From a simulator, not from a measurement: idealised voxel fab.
A process module follows: voxel trench capacitor.
This is section cut - it's 275 nm across, gridded in 5 nm square cells.
Format of a cross-section: grid, square cells. Given as bands. Order: top down. Band: one or more rows of cells. A band entry consists of two parts. The first gives the height of the band's top and the height of its bottom, in nm. The rest lists the band's materials from left to right, each with its width in nm. A single material labelled with the word "all across" fills the band from edge to edge, and the word "empty" marks empty space. It should be noted that heights are counted from 0, beneath which the wafer as supplied is of one material throughout, and that the lowest band possesses no lower boundary but continues downward, as written in "0..down". A two-number width, for instance "30->40", indicates that the width is equal to the first number in the top row of the band and to the second number in the bottom row, and that it changes by a constant amount per row of cells. The cross-section has no changed cell in any step marked "remains unaltered". Entry "Enclosed internal voids" = empty spaces >= 8 cells with no open way to the top; each as width x height at distance, distance from left edge, all nm. Past the settings on a step's line: simulator remark, on that step. "overlay nm" denotes, for a step that has a mask, the displacement of the mask to the right of its planned place, with negative values corresponding to the left.
plan:
| 1 | RECEIVE | material Si |
| 2 | CONFORMAL_DEP | material SiN | thk nm 5 |
| 3 | MASKED_ETCH | tone open | mask id TRENCH | width nm 20 | pitch nm 35 | etch materials SiN | depth nm 5 | overlay nm 0 |
| 4 | MASKED_ETCH | tone open | mask id TRENCH | width nm 20 | pitch nm 35 | etch materials Si | depth nm 40 | overlay nm 0 |
| 5 | CONFORMAL_DEP | material Al2O3 | thk nm 5 |
| 6 | FILL_DEP | material polySi | thk nm 5 |
| 7 | CMP | height nm 5 |
Here's what the wafer looked like in cross-section when it arrived - that's after step 1:
- 0..down  Si all across
- Enclosed internal voids: none
The plan above was carried out on the starting structure above with one mistake, and this cross-section shows the wafer at the end of the module:
- 5..0  Al2O3=75  SiN=20  Al2O3=15  SiN=20  Al2O3=15  SiN=20  Al2O3=15  SiN=20  Al2O3=75
- 0..down  Si all across
- Enclosed internal voids: none
So what did we get wrong on this run? planned and actual differ for step 3; actual: MASKED_ETCH | tone cover | mask id TRENCH | width nm 20 | pitch nm 35 | etch materials SiN | depth nm 5 | overlay nm 0
